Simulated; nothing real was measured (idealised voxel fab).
Title: Process Module voxel trench capacitor
It is cross-section cut that appears here, measuring 260 nm in width, its square cells being 5 nm in size.
How to read a cross-section here: the picture is a grid of square cells, written as bands going from the top down, and any band can span one or more rows of cells. Top, bottom (nm), then materials left to right with widths (nm); lone material tagged "full width" fills the whole band edge to edge; "blank" = empty space. Counting heights begins at 0, where everything beneath is, in the wafer as received, one material. The lowest band has no bottom; it goes on downwards, as "0 and below" shows. A width given as "30 to 40" starts at the first number in the band's top row and ends at the second number in its bottom row, shifting by an equal amount at every step from row to row. Given "nothing different" for a step, no cell of the cross-section differs between before and after that step. "Closed cavity list" - sealed voids, min. 8 cells, no opening to top; format: width x height at distance (distance from left edge; nm throughout). Past the settings on a step's line: simulator remark, on that step. A step line may carry the setting "overlay nm", which, for steps involving a mask, states the distance by which the mask lay to the right of its intended position; negative values denote displacement to the left. Read each pair as before and after one process step. The after cross-section shows only down to the lowest band that changed. The step between them and its settings are given below the pair. Pairs can come from different runs of this module on the same starting wafer. A pair continues from the pair above only where its "State before" entry says so.

STATE BEFORE
  0 and below  Si full width
  Closed cavity list: none

POST-STEP CROSS-SECTION
  10 down to 0  SiN full width
  No changes below 0.
  Closed cavity list: none
Step between the pre-process and post-process cross-sections given above: CONFORMAL_DEP | material SiN | thk nm 10

State before: same picture as after in the pair right above, so we don't repeat it.

POST-STEP CROSS-SECTION
  25 down to 10  aC full width
  No changes below 10.
  Closed cavity list: none
Step between the pre-process and post-process cross-sections given above: DIRECTIONAL_DEP | material aC | thk nm 15

State before: same picture as after in the pair right above, so we don't repeat it.

POST-STEP CROSS-SECTION
  60 down to 25  resist (25)  blank (30)  resist (30)  blank (30)  resist (30)  blank (30)  resist (30)  blank (30)  resist (25)
  No changes below 25.
  Closed cavity list: none
Step between the pre-process and post-process cross-sections given above: PATTERN | tone open | mask id TRENCH | material resist | width nm 30 | pitch nm 60 | thk nm 35 | overlay nm 0

State before: same picture as after in the pair right above, so we don't repeat it.

POST-STEP CROSS-SECTION
  45 down to 25  resist (25)  blank (30)  resist (30)  blank (30)  resist (30)  blank (30)  resist (30)  blank (30)  resist (25)
  25 down to 10  aC (25)  blank (30)  aC (30)  blank (30)  aC (30)  blank (30)  aC (30)  blank (30)  aC (25)
  No changes below 10.
  Closed cavity list: none
Step between the pre-process and post-process cross-sections given above: DIRECTIONAL_ETCH | etch materials aC | depth nm 15

State before: same picture as after in the pair right above, so we don't repeat it.

POST-STEP CROSS-SECTION
  25 down to 10  aC (25)  blank (30)  aC (30)  blank (30)  aC (30)  blank (30)  aC (30)  blank (30)  aC (25)
  No changes below 10.
  Closed cavity list: none
Step between the pre-process and post-process cross-sections given above: STRIP | etch materials resist

State before: same picture as after in the pair right above, so we don't repeat it.

POST-STEP CROSS-SECTION
  25 down to 10  aC (25)  blank (30)  aC (30)  blank (30)  aC (30)  blank (30)  aC (30)  blank (30)  aC (25)
  10 down to 0  SiN (25)  blank (30)  SiN (30)  blank (30)  SiN (30)  blank (30)  SiN (30)  blank (30)  SiN (25)
  No changes below 0.
  Closed cavity list: none
Step between the pre-process and post-process cross-sections given above: DIRECTIONAL_ETCH | etch materials SiN | depth nm 10

State before: same picture as after in the pair right above, so we don't repeat it.

POST-STEP CROSS-SECTION
  25 down to 10  aC (25)  blank (30)  aC (30)  blank (30)  aC (30)  blank (30)  aC (30)  blank (30)  aC (25)
  10 down to 0  SiN (25)  blank (30)  SiN (30)  blank (30)  SiN (30)  blank (30)  SiN (30)  blank (30)  SiN (25)
  0 down to -40  Si (25)  blank (30)  Si (30)  blank (30)  Si (30)  blank (30)  Si (30)  blank (30)  Si (25)
  No changes below -40.
  Closed cavity list: none
Step between the pre-process and post-process cross-sections given above: DIRECTIONAL_ETCH | etch materials Si | depth nm 40

State before: same picture as after in the pair right above, so we don't repeat it.

POST-STEP CROSS-SECTION
  10 down to 0  SiN (25)  blank (30)  SiN (30)  blank (30)  SiN (30)  blank (30)  SiN (30)  blank (30)  SiN (25)
  No changes below 0.
  Closed cavity list: none
Step between the pre-process and post-process cross-sections given above: STRIP | etch materials aC

State before: same picture as after in the pair right above, so we don't repeat it.

POST-STEP CROSS-SECTION
  15 down to 10  HfO2 (30)  blank (20)  HfO2 (40)  blank (20)  HfO2 (40)  blank (20)  HfO2 (40)  blank (20)  HfO2 (30)
  10 down to 0  SiN (25)  HfO2 (5)  blank (20)  HfO2 (5)  SiN (30)  HfO2 (5)  blank (20)  HfO2 (5)  SiN (30)  HfO2 (5)  blank (20)  HfO2 (5)  SiN (30)  HfO2 (5)  blank (20)  HfO2 (5)  SiN (25)
  0 down to -35  Si (25)  HfO2 (5)  blank (20)  HfO2 (5)  Si (30)  HfO2 (5)  blank (20)  HfO2 (5)  Si (30)  HfO2 (5)  blank (20)  HfO2 (5)  Si (30)  HfO2 (5)  blank (20)  HfO2 (5)  Si (25)
  -35 down to -40  Si (25)  HfO2 (30)  Si (30)  HfO2 (30)  Si (30)  HfO2 (30)  Si (30)  HfO2 (30)  Si (25)
  No changes below -40.
  Closed cavity list: none
Step between the pre-process and post-process cross-sections given above: CONFORMAL_DEP | material HfO2 | thk nm 5

State before: same picture as after in the pair right above, so we don't repeat it.

POST-STEP CROSS-SECTION
  20 down to 15  TiN (35)  blank (10)  TiN (50)  blank (10)  TiN (50)  blank (10)  TiN (50)  blank (10)  TiN (35)
  15 down to 10  HfO2 (30)  TiN (5)  blank (10)  TiN (5)  HfO2 (40)  TiN (5)  blank (10)  TiN (5)  HfO2 (40)  TiN (5)  blank (10)  TiN (5)  HfO2 (40)  TiN (5)  blank (10)  TiN (5)  HfO2 (30)
  10 down to 0  SiN (25)  HfO2 (5)  TiN (5)  blank (10)  TiN (5)  HfO2 (5)  SiN (30)  HfO2 (5)  TiN (5)  blank (10)  TiN (5)  HfO2 (5)  SiN (30)  HfO2 (5)  TiN (5)  blank (10)  TiN (5)  HfO2 (5)  SiN (30)  HfO2 (5)  TiN (5)  blank (10)  TiN (5)  HfO2 (5)  SiN (25)
  0 down to -30  Si (25)  HfO2 (5)  TiN (5)  blank (10)  TiN (5)  HfO2 (5)  Si (30)  HfO2 (5)  TiN (5)  blank (10)  TiN (5)  HfO2 (5)  Si (30)  HfO2 (5)  TiN (5)  blank (10)  TiN (5)  HfO2 (5)  Si (30)  HfO2 (5)  TiN (5)  blank (10)  TiN (5)  HfO2 (5)  Si (25)
  -30 down to -35  Si (25)  HfO2 (5)  TiN (20)  HfO2 (5)  Si (30)  HfO2 (5)  TiN (20)  HfO2 (5)  Si (30)  HfO2 (5)  TiN (20)  HfO2 (5)  Si (30)  HfO2 (5)  TiN (20)  HfO2 (5)  Si (25)
  No changes below -35.
  Closed cavity list: none
Step between the pre-process and post-process cross-sections given above: CONFORMAL_DEP | material TiN | thk nm 5

State before: same picture as after in the pair right above, so we don't repeat it.

POST-STEP CROSS-SECTION
  30 down to 20  W full width
  20 down to 15  TiN (35)  W (10)  TiN (50)  W (10)  TiN (50)  W (10)  TiN (50)  W (10)  TiN (35)
  15 down to 10  HfO2 (30)  TiN (5)  W (10)  TiN (5)  HfO2 (40)  TiN (5)  W (10)  TiN (5)  HfO2 (40)  TiN (5)  W (10)  TiN (5)  HfO2 (40)  TiN (5)  W (10)  TiN (5)  HfO2 (30)
  10 down to 0  SiN (25)  HfO2 (5)  TiN (5)  W (10)  TiN (5)  HfO2 (5)  SiN (30)  HfO2 (5)  TiN (5)  W (10)  TiN (5)  HfO2 (5)  SiN (30)  HfO2 (5)  TiN (5)  W (10)  TiN (5)  HfO2 (5)  SiN (30)  HfO2 (5)  TiN (5)  W (10)  TiN (5)  HfO2 (5)  SiN (25)
  0 down to -30  Si (25)  HfO2 (5)  TiN (5)  W (10)  TiN (5)  HfO2 (5)  Si (30)  HfO2 (5)  TiN (5)  W (10)  TiN (5)  HfO2 (5)  Si (30)  HfO2 (5)  TiN (5)  W (10)  TiN (5)  HfO2 (5)  Si (30)  HfO2 (5)  TiN (5)  W (10)  TiN (5)  HfO2 (5)  Si (25)
  No changes below -30.
  Closed cavity list: none
Step between the pre-process and post-process cross-sections given above: FILL_DEP | material W | thk nm 10

State before: same picture as after in the pair right above, so we don't repeat it.

POST-STEP CROSS-SECTION
  10 down to 0  SiN (25)  HfO2 (5)  TiN (5)  W (10)  TiN (5)  HfO2 (5)  SiN (30)  HfO2 (5)  TiN (5)  W (10)  TiN (5)  HfO2 (5)  SiN (30)  HfO2 (5)  TiN (5)  W (10)  TiN (5)  HfO2 (5)  SiN (30)  HfO2 (5)  TiN (5)  W (10)  TiN (5)  HfO2 (5)  SiN (25)
  No changes below 0.
  Closed cavity list: none
Step between the pre-process and post-process cross-sections given above: CMP | height nm 10

STATE BEFORE
  45 down to 25  resist (25)  blank (30)  resist (30)  blank (30)  resist (30)  blank (30)  resist (30)  blank (30)  resist (25)
  25 down to 10  aC (25)  blank (30)  aC (30)  blank (30)  aC (30)  blank (30)  aC (30)  blank (30)  aC (25)
  10 down to 0  SiN full width
  0 and below  Si full width
  Closed cavity list: none

POST-STEP CROSS-SECTION
  30 down to 25  resist (25)  blank (30)  resist (30)  blank (30)  resist (30)  blank (30)  resist (30)  blank (30)  resist (25)
  No changes below 25.
  Closed cavity list: none
Step between the pre-process and post-process cross-sections given above: DIRECTIONAL_ETCH | etch materials aC | depth nm 15

State before: same picture as after in the pair right above, so we don't repeat it.

POST-STEP CROSS-SECTION
  25 down to 10  aC (25)  blank (30)  aC (30)  blank (30)  aC (30)  blank (30)  aC (30)  blank (30)  aC (25)
  No changes below 10.
  Closed cavity list: none
Step between the pre-process and post-process cross-sections given above: STRIP | etch materials resist

STATE BEFORE
  10 down to 0  SiN (25)  blank (30)  SiN (30)  blank (30)  SiN (30)  blank (30)  SiN (30)  blank (30)  SiN (25)
  0 down to -40  Si (25)  blank (30)  Si (30)  blank (30)  Si (30)  blank (30)  Si (30)  blank (30)  Si (25)
  -40 and below  Si full width
  Closed cavity list: none

POST-STEP CROSS-SECTION
  15 down to 10  TiN (30)  blank (20)  TiN (40)  blank (20)  TiN (40)  blank (20)  TiN (40)  blank (20)  TiN (30)
  10 down to 0  SiN (25)  TiN (5)  blank (20)  TiN (5)  SiN (30)  TiN (5)  blank (20)  TiN (5)  SiN (30)  TiN (5)  blank (20)  TiN (5)  SiN (30)  TiN (5)  blank (20)  TiN (5)  SiN (25)
  0 down to -35  Si (25)  TiN (5)  blank (20)  TiN (5)  Si (30)  TiN (5)  blank (20)  TiN (5)  Si (30)  TiN (5)  blank (20)  TiN (5)  Si (30)  TiN (5)  blank (20)  TiN (5)  Si (25)
  -35 down to -40  Si (25)  TiN (30)  Si (30)  TiN (30)  Si (30)  TiN (30)  Si (30)  TiN (30)  Si (25)
  No changes below -40.
  Closed cavity list: none
Step between the pre-process and post-process cross-sections given above: CONFORMAL_DEP | material TiN | thk nm 5

State before: same picture as after in the pair right above, so we don't repeat it.

POST-STEP CROSS-SECTION
  20 down to 15  HfO2 (35)  blank (10)  HfO2 (50)  blank (10)  HfO2 (50)  blank (10)  HfO2 (50)  blank (10)  HfO2 (35)
  15 down to 10  TiN (30)  HfO2 (5)  blank (10)  HfO2 (5)  TiN (40)  HfO2 (5)  blank (10)  HfO2 (5)  TiN (40)  HfO2 (5)  blank (10)  HfO2 (5)  TiN (40)  HfO2 (5)  blank (10)  HfO2 (5)  TiN (30)
  10 down to 0  SiN (25)  TiN (5)  HfO2 (5)  blank (10)  HfO2 (5)  TiN (5)  SiN (30)  TiN (5)  HfO2 (5)  blank (10)  HfO2 (5)  TiN (5)  SiN (30)  TiN (5)  HfO2 (5)  blank (10)  HfO2 (5)  TiN (5)  SiN (30)  TiN (5)  HfO2 (5)  blank (10)  HfO2 (5)  TiN (5)  SiN (25)
  0 down to -30  Si (25)  TiN (5)  HfO2 (5)  blank (10)  HfO2 (5)  TiN (5)  Si (30)  TiN (5)  HfO2 (5)  blank (10)  HfO2 (5)  TiN (5)  Si (30)  TiN (5)  HfO2 (5)  blank (10)  HfO2 (5)  TiN (5)  Si (30)  TiN (5)  HfO2 (5)  blank (10)  HfO2 (5)  TiN (5)  Si (25)
  -30 down to -35  Si (25)  TiN (5)  HfO2 (20)  TiN (5)  Si (30)  TiN (5)  HfO2 (20)  TiN (5)  Si (30)  TiN (5)  HfO2 (20)  TiN (5)  Si (30)  TiN (5)  HfO2 (20)  TiN (5)  Si (25)
  No changes below -35.
  Closed cavity list: none
Step between the pre-process and post-process cross-sections given above: CONFORMAL_DEP | material HfO2 | thk nm 5

State before: same picture as after in the pair right above, so we don't repeat it.

POST-STEP CROSS-SECTION
  30 down to 20  W full width
  20 down to 15  HfO2 (35)  W (10)  HfO2 (50)  W (10)  HfO2 (50)  W (10)  HfO2 (50)  W (10)  HfO2 (35)
  15 down to 10  TiN (30)  HfO2 (5)  W (10)  HfO2 (5)  TiN (40)  HfO2 (5)  W (10)  HfO2 (5)  TiN (40)  HfO2 (5)  W (10)  HfO2 (5)  TiN (40)  HfO2 (5)  W (10)  HfO2 (5)  TiN (30)
  10 down to 0  SiN (25)  TiN (5)  HfO2 (5)  W (10)  HfO2 (5)  TiN (5)  SiN (30)  TiN (5)  HfO2 (5)  W (10)  HfO2 (5)  TiN (5)  SiN (30)  TiN (5)  HfO2 (5)  W (10)  HfO2 (5)  TiN (5)  SiN (30)  TiN (5)  HfO2 (5)  W (10)  HfO2 (5)  TiN (5)  SiN (25)
  0 down to -30  Si (25)  TiN (5)  HfO2 (5)  W (10)  HfO2 (5)  TiN (5)  Si (30)  TiN (5)  HfO2 (5)  W (10)  HfO2 (5)  TiN (5)  Si (30)  TiN (5)  HfO2 (5)  W (10)  HfO2 (5)  TiN (5)  Si (30)  TiN (5)  HfO2 (5)  W (10)  HfO2 (5)  TiN (5)  Si (25)
  No changes below -30.
  Closed cavity list: none
Step between the pre-process and post-process cross-sections given above: FILL_DEP | material W | thk nm 10

State before: same picture as after in the pair right above, so we don't repeat it.

POST-STEP CROSS-SECTION
  10 down to 0  SiN (25)  TiN (5)  HfO2 (5)  W (10)  HfO2 (5)  TiN (5)  SiN (30)  TiN (5)  HfO2 (5)  W (10)  HfO2 (5)  TiN (5)  SiN (30)  TiN (5)  HfO2 (5)  W (10)  HfO2 (5)  TiN (5)  SiN (30)  TiN (5)  HfO2 (5)  W (10)  HfO2 (5)  TiN (5)  SiN (25)
  No changes below 0.
  Closed cavity list: none
Step between the pre-process and post-process cross-sections given above: CMP | height nm 10

STATE BEFORE
  0 and below  Si full width
  Closed cavity list: none

POST-STEP CROSS-SECTION
  5 down to 0  SiN full width
  No changes below 0.
  Closed cavity list: none
Step between the pre-process and post-process cross-sections given above: CONFORMAL_DEP | material SiN | thk nm 5

State before: same picture as after in the pair right above, so we don't repeat it.

POST-STEP CROSS-SECTION
  20 down to 5  aC full width
  No changes below 5.
  Closed cavity list: none
Step between the pre-process and post-process cross-sections given above: DIRECTIONAL_DEP | material aC | thk nm 15

State before: same picture as after in the pair right above, so we don't repeat it.

POST-STEP CROSS-SECTION
  55 down to 20  resist (25)  blank (30)  resist (30)  blank (30)  resist (30)  blank (30)  resist (30)  blank (30)  resist (25)
  No changes below 20.
  Closed cavity list: none
Step between the pre-process and post-process cross-sections given above: PATTERN | tone open | mask id TRENCH | material resist | width nm 30 | pitch nm 60 | thk nm 35 | overlay nm 0

State before: same picture as after in the pair right above, so we don't repeat it.

POST-STEP CROSS-SECTION
  40 down to 20  resist (25)  blank (30)  resist (30)  blank (30)  resist (30)  blank (30)  resist (30)  blank (30)  resist (25)
  20 down to 5  aC (25)  blank (30)  aC (30)  blank (30)  aC (30)  blank (30)  aC (30)  blank (30)  aC (25)
  No changes below 5.
  Closed cavity list: none
Step between the pre-process and post-process cross-sections given above: DIRECTIONAL_ETCH | etch materials aC | depth nm 15

State before: same picture as after in the pair right above, so we don't repeat it.

POST-STEP CROSS-SECTION
  20 down to 5  aC (25)  blank (30)  aC (30)  blank (30)  aC (30)  blank (30)  aC (30)  blank (30)  aC (25)
  No changes below 5.
  Closed cavity list: none
Step between the pre-process and post-process cross-sections given above: STRIP | etch materials resist

State before: same picture as after in the pair right above, so we don't repeat it.

POST-STEP CROSS-SECTION
  20 down to 5  aC (25)  blank (30)  aC (30)  blank (30)  aC (30)  blank (30)  aC (30)  blank (30)  aC (25)
  5 down to 0  SiN (25)  blank (30)  SiN (30)  blank (30)  SiN (30)  blank (30)  SiN (30)  blank (30)  SiN (25)
  No changes below 0.
  Closed cavity list: none
Step between the pre-process and post-process cross-sections given above: DIRECTIONAL_ETCH | etch materials SiN | depth nm 10

State before: same picture as after in the pair right above, so we don't repeat it.

POST-STEP CROSS-SECTION
  20 down to 5  aC (25)  blank (30)  aC (30)  blank (30)  aC (30)  blank (30)  aC (30)  blank (30)  aC (25)
  5 down to 0  SiN (25)  blank (30)  SiN (30)  blank (30)  SiN (30)  blank (30)  SiN (30)  blank (30)  SiN (25)
  0 down to -40  Si (25)  blank (30)  Si (30)  blank (30)  Si (30)  blank (30)  Si (30)  blank (30)  Si (25)
  No changes below -40.
  Closed cavity list: none
Step between the pre-process and post-process cross-sections given above: DIRECTIONAL_ETCH | etch materials Si | depth nm 40

State before: same picture as after in the pair right above, so we don't repeat it.

POST-STEP CROSS-SECTION
  5 down to 0  SiN (25)  blank (30)  SiN (30)  blank (30)  SiN (30)  blank (30)  SiN (30)  blank (30)  SiN (25)
  No changes below 0.
  Closed cavity list: none
Step between the pre-process and post-process cross-sections given above: STRIP | etch materials aC

State before: same picture as after in the pair right above, so we don't repeat it.

POST-STEP CROSS-SECTION
  10 down to 5  HfO2 (30)  blank (20)  HfO2 (40)  blank (20)  HfO2 (40)  blank (20)  HfO2 (40)  blank (20)  HfO2 (30)
  5 down to 0  SiN (25)  HfO2 (5)  blank (20)  HfO2 (5)  SiN (30)  HfO2 (5)  blank (20)  HfO2 (5)  SiN (30)  HfO2 (5)  blank (20)  HfO2 (5)  SiN (30)  HfO2 (5)  blank (20)  HfO2 (5)  SiN (25)
  0 down to -35  Si (25)  HfO2 (5)  blank (20)  HfO2 (5)  Si (30)  HfO2 (5)  blank (20)  HfO2 (5)  Si (30)  HfO2 (5)  blank (20)  HfO2 (5)  Si (30)  HfO2 (5)  blank (20)  HfO2 (5)  Si (25)
  -35 down to -40  Si (25)  HfO2 (30)  Si (30)  HfO2 (30)  Si (30)  HfO2 (30)  Si (30)  HfO2 (30)  Si (25)
  No changes below -40.
  Closed cavity list: none
Step between the pre-process and post-process cross-sections given above: CONFORMAL_DEP | material HfO2 | thk nm 5

State before: same picture as after in the pair right above, so we don't repeat it.

POST-STEP CROSS-SECTION
  15 down to 10  TiN (35)  blank (10)  TiN (50)  blank (10)  TiN (50)  blank (10)  TiN (50)  blank (10)  TiN (35)
  10 down to 5  HfO2 (30)  TiN (5)  blank (10)  TiN (5)  HfO2 (40)  TiN (5)  blank (10)  TiN (5)  HfO2 (40)  TiN (5)  blank (10)  TiN (5)  HfO2 (40)  TiN (5)  blank (10)  TiN (5)  HfO2 (30)
  5 down to 0  SiN (25)  HfO2 (5)  TiN (5)  blank (10)  TiN (5)  HfO2 (5)  SiN (30)  HfO2 (5)  TiN (5)  blank (10)  TiN (5)  HfO2 (5)  SiN (30)  HfO2 (5)  TiN (5)  blank (10)  TiN (5)  HfO2 (5)  SiN (30)  HfO2 (5)  TiN (5)  blank (10)  TiN (5)  HfO2 (5)  SiN (25)
  0 down to -30  Si (25)  HfO2 (5)  TiN (5)  blank (10)  TiN (5)  HfO2 (5)  Si (30)  HfO2 (5)  TiN (5)  blank (10)  TiN (5)  HfO2 (5)  Si (30)  HfO2 (5)  TiN (5)  blank (10)  TiN (5)  HfO2 (5)  Si (30)  HfO2 (5)  TiN (5)  blank (10)  TiN (5)  HfO2 (5)  Si (25)
  -30 down to -35  Si (25)  HfO2 (5)  TiN (20)  HfO2 (5)  Si (30)  HfO2 (5)  TiN (20)  HfO2 (5)  Si (30)  HfO2 (5)  TiN (20)  HfO2 (5)  Si (30)  HfO2 (5)  TiN (20)  HfO2 (5)  Si (25)
  No changes below -35.
  Closed cavity list: none
Step between the pre-process and post-process cross-sections given above: CONFORMAL_DEP | material TiN | thk nm 5

State before: same picture as after in the pair right above, so we don't repeat it.

POST-STEP CROSS-SECTION
  25 down to 15  W full width
  15 down to 10  TiN (35)  W (10)  TiN (50)  W (10)  TiN (50)  W (10)  TiN (50)  W (10)  TiN (35)
  10 down to 5  HfO2 (30)  TiN (5)  W (10)  TiN (5)  HfO2 (40)  TiN (5)  W (10)  TiN (5)  HfO2 (40)  TiN (5)  W (10)  TiN (5)  HfO2 (40)  TiN (5)  W (10)  TiN (5)  HfO2 (30)
  5 down to 0  SiN (25)  HfO2 (5)  TiN (5)  W (10)  TiN (5)  HfO2 (5)  SiN (30)  HfO2 (5)  TiN (5)  W (10)  TiN (5)  HfO2 (5)  SiN (30)  HfO2 (5)  TiN (5)  W (10)  TiN (5)  HfO2 (5)  SiN (30)  HfO2 (5)  TiN (5)  W (10)  TiN (5)  HfO2 (5)  SiN (25)
  0 down to -30  Si (25)  HfO2 (5)  TiN (5)  W (10)  TiN (5)  HfO2 (5)  Si (30)  HfO2 (5)  TiN (5)  W (10)  TiN (5)  HfO2 (5)  Si (30)  HfO2 (5)  TiN (5)  W (10)  TiN (5)  HfO2 (5)  Si (30)  HfO2 (5)  TiN (5)  W (10)  TiN (5)  HfO2 (5)  Si (25)
  No changes below -30.
  Closed cavity list: none
Step between the pre-process and post-process cross-sections given above: FILL_DEP | material W | thk nm 10

State before: same picture as after in the pair right above, so we don't repeat it.

POST-STEP CROSS-SECTION
  10 down to 5  HfO2 (30)  TiN (5)  W (10)  TiN (5)  HfO2 (40)  TiN (5)  W (10)  TiN (5)  HfO2 (40)  TiN (5)  W (10)  TiN (5)  HfO2 (40)  TiN (5)  W (10)  TiN (5)  HfO2 (30)
  No changes below 5.
  Closed cavity list: none
Step between the pre-process and post-process cross-sections given above: CMP | height nm 10

STATE BEFORE
  25 down to 10  aC full width
  10 down to 0  SiN full width
  0 and below  Si full width
  Closed cavity list: none

POST-STEP CROSS-SECTION
  60 down to 25  resist (30)  blank (25)  resist (35)  blank (25)  resist (35)  blank (25)  resist (35)  blank (25)  resist (25)
  No changes below 25.
  Closed cavity list: none
Step between the pre-process and post-process cross-sections given above: PATTERN | tone open | mask id TRENCH | material resist | width nm 25 | pitch nm 60 | thk nm 35 | overlay nm 0

State before: same picture as after in the pair right above, so we don't repeat it.

POST-STEP CROSS-SECTION
  45 down to 25  resist (30)  blank (25)  resist (35)  blank (25)  resist (35)  blank (25)  resist (35)  blank (25)  resist (25)
  25 down to 10  aC (30)  blank (25)  aC (35)  blank (25)  aC (35)  blank (25)  aC (35)  blank (25)  aC (25)
  No changes below 10.
  Closed cavity list: none
Step between the pre-process and post-process cross-sections given above: DIRECTIONAL_ETCH | etch materials aC | depth nm 15

State before: same picture as after in the pair right above, so we don't repeat it.

POST-STEP CROSS-SECTION
  25 down to 10  aC (30)  blank (25)  aC (35)  blank (25)  aC (35)  blank (25)  aC (35)  blank (25)  aC (25)
  No changes below 10.
  Closed cavity list: none
Step between the pre-process and post-process cross-sections given above: STRIP | etch materials resist

State before: same picture as after in the pair right above, so we don't repeat it.

POST-STEP CROSS-SECTION
  25 down to 10  aC (30)  blank (25)  aC (35)  blank (25)  aC (35)  blank (25)  aC (35)  blank (25)  aC (25)
  10 down to 0  SiN (30)  blank (25)  SiN (35)  blank (25)  SiN (35)  blank (25)  SiN (35)  blank (25)  SiN (25)
  No changes below 0.
  Closed cavity list: none
Step between the pre-process and post-process cross-sections given above: DIRECTIONAL_ETCH | etch materials SiN | depth nm 10

State before: same picture as after in the pair right above, so we don't repeat it.

POST-STEP CROSS-SECTION
  25 down to 10  aC (30)  blank (25)  aC (35)  blank (25)  aC (35)  blank (25)  aC (35)  blank (25)  aC (25)
  10 down to 0  SiN (30)  blank (25)  SiN (35)  blank (25)  SiN (35)  blank (25)  SiN (35)  blank (25)  SiN (25)
  0 down to -40  Si (30)  blank (25)  Si (35)  blank (25)  Si (35)  blank (25)  Si (35)  blank (25)  Si (25)
  No changes below -40.
  Closed cavity list: none
Step between the pre-process and post-process cross-sections given above: DIRECTIONAL_ETCH | etch materials Si | depth nm 40

State before: same picture as after in the pair right above, so we don't repeat it.

POST-STEP CROSS-SECTION
  10 down to 0  SiN (30)  blank (25)  SiN (35)  blank (25)  SiN (35)  blank (25)  SiN (35)  blank (25)  SiN (25)
  No changes below 0.
  Closed cavity list: none
Step between the pre-process and post-process cross-sections given above: STRIP | etch materials aC

State before: same picture as after in the pair right above, so we don't repeat it.

POST-STEP CROSS-SECTION
  15 down to 10  HfO2 (35)  blank (15)  HfO2 (45)  blank (15)  HfO2 (45)  blank (15)  HfO2 (45)  blank (15)  HfO2 (30)
  10 down to 0  SiN (30)  HfO2 (5)  blank (15)  HfO2 (5)  SiN (35)  HfO2 (5)  blank (15)  HfO2 (5)  SiN (35)  HfO2 (5)  blank (15)  HfO2 (5)  SiN (35)  HfO2 (5)  blank (15)  HfO2 (5)  SiN (25)
  0 down to -35  Si (30)  HfO2 (5)  blank (15)  HfO2 (5)  Si (35)  HfO2 (5)  blank (15)  HfO2 (5)  Si (35)  HfO2 (5)  blank (15)  HfO2 (5)  Si (35)  HfO2 (5)  blank (15)  HfO2 (5)  Si (25)
  -35 down to -40  Si (30)  HfO2 (25)  Si (35)  HfO2 (25)  Si (35)  HfO2 (25)  Si (35)  HfO2 (25)  Si (25)
  No changes below -40.
  Closed cavity list: none
Step between the pre-process and post-process cross-sections given above: CONFORMAL_DEP | material HfO2 | thk nm 5

State before: same picture as after in the pair right above, so we don't repeat it.

POST-STEP CROSS-SECTION
  20 down to 15  TiN (40)  blank (5)  TiN (55)  blank (5)  TiN (55)  blank (5)  TiN (55)  blank (5)  TiN (35)
  15 down to 10  HfO2 (35)  TiN (5)  blank (5)  TiN (5)  HfO2 (45)  TiN (5)  blank (5)  TiN (5)  HfO2 (45)  TiN (5)  blank (5)  TiN (5)  HfO2 (45)  TiN (5)  blank (5)  TiN (5)  HfO2 (30)
  10 down to 0  SiN (30)  HfO2 (5)  TiN (5)  blank (5)  TiN (5)  HfO2 (5)  SiN (35)  HfO2 (5)  TiN (5)  blank (5)  TiN (5)  HfO2 (5)  SiN (35)  HfO2 (5)  TiN (5)  blank (5)  TiN (5)  HfO2 (5)  SiN (35)  HfO2 (5)  TiN (5)  blank (5)  TiN (5)  HfO2 (5)  SiN (25)
  0 down to -30  Si (30)  HfO2 (5)  TiN (5)  blank (5)  TiN (5)  HfO2 (5)  Si (35)  HfO2 (5)  TiN (5)  blank (5)  TiN (5)  HfO2 (5)  Si (35)  HfO2 (5)  TiN (5)  blank (5)  TiN (5)  HfO2 (5)  Si (35)  HfO2 (5)  TiN (5)  blank (5)  TiN (5)  HfO2 (5)  Si (25)
  -30 down to -35  Si (30)  HfO2 (5)  TiN (15)  HfO2 (5)  Si (35)  HfO2 (5)  TiN (15)  HfO2 (5)  Si (35)  HfO2 (5)  TiN (15)  HfO2 (5)  Si (35)  HfO2 (5)  TiN (15)  HfO2 (5)  Si (25)
  No changes below -35.
  Closed cavity list: none
Step between the pre-process and post-process cross-sections given above: CONFORMAL_DEP | material TiN | thk nm 5

State before: same picture as after in the pair right above, so we don't repeat it.

POST-STEP CROSS-SECTION
  30 down to 20  W full width
  20 down to 15  TiN (40)  W (5)  TiN (55)  W (5)  TiN (55)  W (5)  TiN (55)  W (5)  TiN (35)
  15 down to 10  HfO2 (35)  TiN (5)  W (5)  TiN (5)  HfO2 (45)  TiN (5)  W (5)  TiN (5)  HfO2 (45)  TiN (5)  W (5)  TiN (5)  HfO2 (45)  TiN (5)  W (5)  TiN (5)  HfO2 (30)
  10 down to 0  SiN (30)  HfO2 (5)  TiN (5)  W (5)  TiN (5)  HfO2 (5)  SiN (35)  HfO2 (5)  TiN (5)  W (5)  TiN (5)  HfO2 (5)  SiN (35)  HfO2 (5)  TiN (5)  W (5)  TiN (5)  HfO2 (5)  SiN (35)  HfO2 (5)  TiN (5)  W (5)  TiN (5)  HfO2 (5)  SiN (25)
  0 down to -30  Si (30)  HfO2 (5)  TiN (5)  W (5)  TiN (5)  HfO2 (5)  Si (35)  HfO2 (5)  TiN (5)  W (5)  TiN (5)  HfO2 (5)  Si (35)  HfO2 (5)  TiN (5)  W (5)  TiN (5)  HfO2 (5)  Si (35)  HfO2 (5)  TiN (5)  W (5)  TiN (5)  HfO2 (5)  Si (25)
  No changes below -30.
  Closed cavity list: none
Step between the pre-process and post-process cross-sections given above: FILL_DEP | material W | thk nm 10

State before: same picture as after in the pair right above, so we don't repeat it.

POST-STEP CROSS-SECTION
  10 down to 0  SiN (30)  HfO2 (5)  TiN (5)  W (5)  TiN (5)  HfO2 (5)  SiN (35)  HfO2 (5)  TiN (5)  W (5)  TiN (5)  HfO2 (5)  SiN (35)  HfO2 (5)  TiN (5)  W (5)  TiN (5)  HfO2 (5)  SiN (35)  HfO2 (5)  TiN (5)  W (5)  TiN (5)  HfO2 (5)  SiN (25)
  No changes below 0.
  Closed cavity list: none
Step between the pre-process and post-process cross-sections given above: CMP | height nm 10

STATE BEFORE
  25 down to 10  aC full width
  10 down to 0  SiN full width
  0 and below  Si full width
  Closed cavity list: none

POST-STEP CROSS-SECTION
  60 down to 25  resist (30)  blank (30)  resist (30)  blank (30)  resist (30)  blank (30)  resist (30)  blank (30)  resist (20)
  No changes below 25.
  Closed cavity list: none
Step between the pre-process and post-process cross-sections given above: PATTERN | tone open | mask id TRENCH | material resist | width nm 30 | pitch nm 60 | thk nm 35 | overlay nm 5

State before: same picture as after in the pair right above, so we don't repeat it.

POST-STEP CROSS-SECTION
  45 down to 25  resist (30)  blank (30)  resist (30)  blank (30)  resist (30)  blank (30)  resist (30)  blank (30)  resist (20)
  25 down to 10  aC (30)  blank (30)  aC (30)  blank (30)  aC (30)  blank (30)  aC (30)  blank (30)  aC (20)
  No changes below 10.
  Closed cavity list: none
Step between the pre-process and post-process cross-sections given above: DIRECTIONAL_ETCH | etch materials aC | depth nm 15
